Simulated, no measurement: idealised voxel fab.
Process module name: voxel transistor to metal
The cross-section shown here is cut; it is 195 nm wide and divided into square cells measuring 5 nm on a side.
A cross-section is written here as square cells arranged in a grid, and it is given in bands from the top down, each band taking up one or more rows of cells. The entry gives the band's vertical extent as a top height and a bottom height in nm, then its horizontal make-up as materials from left to right, each with a width in nm. "empty" stands for empty space; a single material marked "everywhere" fills the band edge to edge. Heads up on the height convention: 0 is the point under which the incoming wafer is all one material, and the lowest band has no bottom, it just keeps going down, like "0..down". It should be noted that a width expressed as "30 to 40" varies in equal increments from row to row of cells within the band, taking the value of the first number at the top row and that of the second number at the bottom row. Reading "nothing changed" for a step: not a cell of the cross-section changed in it. "Cavities, sealed" contains a list of empty spaces, each no smaller than 8 cells and without an open way to the top, written in the form width x height at distance with the distance from the left edge and all three in nm. Formally, on a step line, whatever follows the settings is a remark that the simulator itself makes on the step. overlay nm: mask right of planned place by this much (step with mask). Neg. = left.

Planned process steps
| 1 | RECEIVE,material Si |
| 2 | OXIDIZE,depth nm 5 |
| 3 | CONFORMAL_DEP,material SiN,thk nm 10 |
| 4 | PATTERN,tone cover,mask id ACTIVE,material resist,width nm 115,thk nm 20,overlay nm 0 |
| 5 | DIRECTIONAL_ETCH,etch materials SiN,depth nm 10 |
| 6 | DIRECTIONAL_ETCH,etch materials SiO2,depth nm 5 |
| 7 | DIRECTIONAL_ETCH,etch materials Si,depth nm 35 |
| 8 | STRIP,etch materials resist |
| 9 | FILL_DEP,material SiO2,thk nm 5 |
| 10 | CMP,height nm 10 |
| 11 | SELECTIVE_ETCH,etch materials SiO2,depth nm 10 |
| 12 | STRIP,etch materials SiN |
| 13 | SELECTIVE_ETCH,etch materials SiO2,depth nm 5 |
| 14 | OXIDIZE,depth nm 5 |
| 15 | DIRECTIONAL_DEP,material polySi,thk nm 20 |
| 16 | DIRECTIONAL_DEP,material SiCN,thk nm 10 |
| 17 | MASKED_ETCH,tone cover,mask id GATE,width nm 25,etch materials SiCN,depth nm 20,overlay nm 0 |
| 18 | MASKED_ETCH,tone cover,mask id GATE,width nm 25,etch materials polySi,depth nm 30,overlay nm 0 |
| 19 | CONFORMAL_DEP,material SiN,thk nm 10 |
| 20 | DIRECTIONAL_ETCH,etch materials SiN,depth nm 10 |
| 21 | DIRECTIONAL_ETCH,etch materials SiO2,depth nm 5 |
| 22 | DIRECTIONAL_ETCH,etch materials Si,depth nm 10 |
| 23 | EPI,material SiGe,thk nm 10 |
| 24 | FILL_DEP,material SiO2,thk nm 5 |
| 25 | CMP,height nm 15 |
| 26 | STRIP,etch materials polySi |
| 27 | SELECTIVE_ETCH,etch materials SiO2,depth nm 5 |
| 28 | CONFORMAL_DEP,material HfO2,thk nm 5 |
| 29 | CONFORMAL_DEP,material TiN,thk nm 5 |
| 30 | FILL_DEP,material W,thk nm 10 |
| 31 | CMP,height nm 10 |
| 32 | DIRECTIONAL_DEP,material SiO2,thk nm 15 |
| 33 | MASKED_ETCH,tone open,mask id CONTACT,width nm 20,pitch nm 75,etch materials SiO2,depth nm 35,overlay nm 0 |
| 34 | CONFORMAL_DEP,material TiN,thk nm 5 |
| 35 | FILL_DEP,material W,thk nm 10 |
| 36 | CMP,height nm 25 |
| 37 | DIRECTIONAL_DEP,material TiN,thk nm 5 |
| 38 | DIRECTIONAL_DEP,material W,thk nm 20 |
| 39 | PATTERN,tone cover,mask id METAL_1,material resist,width nm 20,pitch nm 75,thk nm 15,overlay nm 0 |
| 40 | DIRECTIONAL_ETCH,etch materials W,depth nm 20 |
| 41 | DIRECTIONAL_ETCH,etch materials TiN,depth nm 5 |
| 42 | STRIP,etch materials resist |
| 43 | CONFORMAL_DEP,material SiN,thk nm 5 |
| 44 | FILL_DEP,material lowk,thk nm 5 |
| 45 | CMP,height nm 50 |
| 46 | CONFORMAL_DEP,material SiCN,thk nm 5 |

Cross-sectional view of the wafer in its as-received condition, corresponding to the state after step 1
  0..down: Si everywhere
  Cavities, sealed: none

The following cross-section depicts the wafer upon conclusion of the module. Processing commenced from the starting condition illustrated above and adhered to the plan illustrated above, save for one mistake in execution
  55..50: SiCN everywhere
  50..30: 45 of lowk  5 of SiN  20 of W  5 of SiN  45 of lowk  5 of SiN  20 of W  5 of SiN  45 of lowk
  30..25: 50 of SiN  20 of TiN  55 of SiN  20 of TiN  50 of SiN
  25..15: 60 of SiO2  5 of TiN  10 of W  5 of TiN  55 of SiO2  5 of TiN  10 of W  5 of TiN  40 of SiO2
  15..10: 60 of SiO2  5 of TiN  5 of W  10 of TiN  55 of SiO2  5 of TiN  10 of W  5 of TiN  40 of SiO2
  10..5: 60 of SiO2  5 of TiN  5 of W  5 of TiN  10 of SiN  5 of HfO2  5 of TiN  5 of W  5 of TiN  5 of HfO2  10 of SiN  15 of SiO2  5 of TiN  10 of W  5 of TiN  40 of SiO2
  5..0: 60 of SiO2  15 of TiN  10 of SiN  5 of HfO2  5 of TiN  5 of W  5 of TiN  5 of HfO2  10 of SiN  15 of SiO2  5 of TiN  10 of W  5 of TiN  40 of SiO2
  0..-5: 60 of SiO2  5 of TiN  10 of SiGe  10 of SiN  5 of HfO2  15 of TiN  5 of HfO2  10 of SiN  10 of SiGe  5 of SiO2  5 of TiN  10 of W  5 of TiN  40 of SiO2
  -5..-10: 60 of SiO2  5 of TiN  10 of SiGe  5 of SiO2  35 of HfO2  5 of SiO2  10 of SiGe  5 of SiO2  20 of TiN  40 of SiO2
  -10..-20: 40 of SiO2  35 of SiGe  45 of Si  35 of SiGe  40 of SiO2
  -20..-40: 40 of SiO2  115 of Si  40 of SiO2
  -40..down: Si everywhere
  Cavities, sealed: none
What was the processing mistake? step 33, actual vs plan mismatch, actual run MASKED_ETCH,tone open,mask id CONTACT,width nm 20,pitch nm 75,etch materials SiO2,depth nm 35,overlay nm 10
